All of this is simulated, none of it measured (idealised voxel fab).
The process module that follows is named voxel transistor to metal.
Shown is cross-section cut, with a width of 195 nm and square cells of size 5 nm.
Cross-section layout: square cells on a grid; listed as bands, top to bottom; a band spans one or more cell rows. What a band's entry tells you: where the top is and where the bottom is, as heights in nm, and after that what lies inside, material by material from left to right, each with its width in nm. Empty space is written as the word "air", and a single material marked with the word "throughout" occupies the band from edge to edge. Beneath 0, the wafer as received is one material, and that level is where height counting begins. The lowest band goes on downward without a bottom; it is written like "0..down". Graded width ("30..40"): value in top row of band = first number; value in bottom row = second number; row-to-row change constant. Basically "nothing altered" means that step didn't change any cell in the cross-section. Each empty space that has no open way to the top and spans at least 8 cells appears under "Closed void roster" as width x height at distance, the distance counted from the left edge, all in nm. Post-settings text on a step line: simulator's own remark regarding the step. A step line may carry the setting "overlay nm", which, for steps involving a mask, states the distance by which the mask lay to the right of its intended position; negative values denote displacement to the left.

**Here's what the planned process steps look like**
1,RECEIVE: material Si
2,CONFORMAL_DEP: material SiO2, thk nm 5
3,CONFORMAL_DEP: material SiN, thk nm 10
4,PATTERN: tone cover, mask id ACTIVE, material resist, width nm 110, thk nm 20, overlay nm 0
5,DIRECTIONAL_ETCH: etch materials SiN, depth nm 10
6,DIRECTIONAL_ETCH: etch materials SiO2, depth nm 5
7,DIRECTIONAL_ETCH: etch materials Si, depth nm 20
8,STRIP: etch materials resist
9,FILL_DEP: material SiO2, thk nm 5
10,CMP: height nm 15
11,SELECTIVE_ETCH: etch materials SiO2, depth nm 5
12,STRIP: etch materials SiN
13,SELECTIVE_ETCH: etch materials SiO2, depth nm 5
14,OXIDIZE: depth nm 5
15,DIRECTIONAL_DEP: material polySi, thk nm 20
16,DIRECTIONAL_DEP: material SiCN, thk nm 15
17,MASKED_ETCH: tone cover, mask id GATE, width nm 30, etch materials SiCN, depth nm 25, overlay nm 0
18,MASKED_ETCH: tone cover, mask id GATE, width nm 30, etch materials polySi, depth nm 30, overlay nm 0
19,CONFORMAL_DEP: material SiN, thk nm 5
20,DIRECTIONAL_ETCH: etch materials SiN, depth nm 5
21,DIRECTIONAL_ETCH: etch materials SiO2, depth nm 5
22,EPI: material nSi, thk nm 5
23,FILL_DEP: material SiO2, thk nm 10
24,CMP: height nm 20
25,STRIP: etch materials polySi
26,SELECTIVE_ETCH: etch materials SiO2, depth nm 5
27,CONFORMAL_DEP: material HfO2, thk nm 5
28,CONFORMAL_DEP: material TiN, thk nm 5
29,FILL_DEP: material W, thk nm 5
30,CMP: height nm 15
31,DIRECTIONAL_DEP: material SiO2, thk nm 15
32,DIRECTIONAL_DEP: material aC, thk nm 15
33,PATTERN: tone open, mask id CONTACT, material resist, width nm 15, pitch nm 75, thk nm 35, overlay nm 0
34,DIRECTIONAL_ETCH: etch materials aC, depth nm 15
35,STRIP: etch materials resist
36,DIRECTIONAL_ETCH: etch materials SiO2, depth nm 30
37,STRIP: etch materials aC
38,CONFORMAL_DEP: material TiN, thk nm 5
39,FILL_DEP: material Ru, thk nm 10
40,CMP: height nm 30
41,DIRECTIONAL_DEP: material TiN, thk nm 5
42,DIRECTIONAL_DEP: material Ru, thk nm 20
43,MASKED_ETCH: tone cover, mask id METAL_1, width nm 15, pitch nm 75, etch materials Ru, depth nm 20, overlay nm 0
44,MASKED_ETCH: tone cover, mask id METAL_1, width nm 15, pitch nm 75, etch materials TiN, depth nm 5, overlay nm 0
45,FILL_DEP: material lowk, thk nm 5
46,CMP: height nm 55
47,CONFORMAL_DEP: material SiCN, thk nm 5
48,DIRECTIONAL_DEP: material lowk, thk nm 35
49,DIRECTIONAL_DEP: material aC, thk nm 15
50,PATTERN: tone open, mask id METAL_2, material resist, width nm 15, pitch nm 75, thk nm 35, overlay nm 0
51,DIRECTIONAL_ETCH: etch materials aC, depth nm 15
52,STRIP: etch materials resist
53,DIRECTIONAL_ETCH: etch materials lowk, depth nm 20
54,STRIP: etch materials aC
55,DIRECTIONAL_DEP: material aC, thk nm 15
56,PATTERN: tone open, mask id METAL_2_HOLES, material resist, width nm 15, pitch nm 75, thk nm 35, overlay nm 0
57,DIRECTIONAL_ETCH: etch materials aC, depth nm 15
58,STRIP: etch materials resist
59,DIRECTIONAL_ETCH: etch materials lowk, depth nm 15
60,DIRECTIONAL_ETCH: etch materials SiCN, depth nm 5
61,STRIP: etch materials aC
62,CONFORMAL_DEP: material TiN, thk nm 5
63,FILL_DEP: material Ru, thk nm 5
64,CMP: height nm 95
65,CONFORMAL_DEP: material SiN, thk nm 5

**Cross-section: wafer on arrival = after step 1**
    0..down: Si throughout
    Closed void roster: none

**first wafer at the end, as planned**
    100..95: SiN throughout
    95..60: lowk=50  TiN=5  Ru=5  TiN=5  lowk=60  TiN=5  Ru=5  TiN=5  lowk=55
    60..55: SiCN=50  TiN=15  SiCN=60  TiN=15  SiCN=55
    55..35: lowk=50  Ru=15  lowk=60  Ru=15  lowk=55
    35..30: lowk=50  TiN=15  lowk=60  TiN=15  lowk=55
    30..15: SiO2=50  TiN=5  Ru=5  TiN=5  SiO2=60  TiN=5  Ru=5  TiN=5  SiO2=55
    15..5: SiO2=50  TiN=5  Ru=5  TiN=5  SiO2=10  SiN=5  HfO2=5  TiN=5  W=10  TiN=5  HfO2=5  SiN=5  SiO2=10  TiN=5  Ru=5  TiN=5  SiO2=55
    5..0: SiO2=35  SiN=5  SiO2=10  TiN=15  SiO2=10  SiN=5  HfO2=5  TiN=20  HfO2=5  SiN=5  SiO2=10  TiN=15  SiO2=10  SiN=5  SiO2=40
    0..-5: SiO2=40  nSi=35  HfO2=40  nSi=35  SiO2=45
    -5..-20: SiO2=40  Si=110  SiO2=45
    -20..down: Si throughout
    Closed void roster: none

**Second of two wafers, module complete, sectioned: it shares the first wafer's start and plan but was run with one mistake**
    100..95: SiN throughout
    95..60: lowk=50  TiN=5  Ru=5  TiN=5  lowk=60  TiN=5  Ru=5  TiN=5  lowk=55
    60..55: SiCN=50  TiN=15  SiCN=60  TiN=15  SiCN=55
    55..35: lowk=50  Ru=15  lowk=60  Ru=15  lowk=55
    35..30: lowk=50  TiN=15  lowk=60  TiN=15  lowk=55
    30..20: SiO2=50  TiN=5  Ru=5  TiN=5  SiO2=60  TiN=5  Ru=5  TiN=5  SiO2=55
    20..15: SiO2=50  TiN=15  SiO2=60  TiN=15  SiO2=55
    15..5: SiO2=75  SiN=5  HfO2=5  TiN=5  W=10  TiN=5  HfO2=5  SiN=5  SiO2=80
    5..0: SiO2=35  SiN=5  SiO2=35  SiN=5  HfO2=5  TiN=20  HfO2=5  SiN=5  SiO2=35  SiN=5  SiO2=40
    0..-5: SiO2=40  nSi=35  HfO2=40  nSi=35  SiO2=45
    -5..-20: SiO2=40  Si=110  SiO2=45
    -20..down: Si throughout
    Closed void roster: none
Deviation from plan: step 31 was run twice
Cell-count delta at end, second wafer over first, by material: 6 fewer of Ru, 18 more of SiO2, 12 fewer of TiN
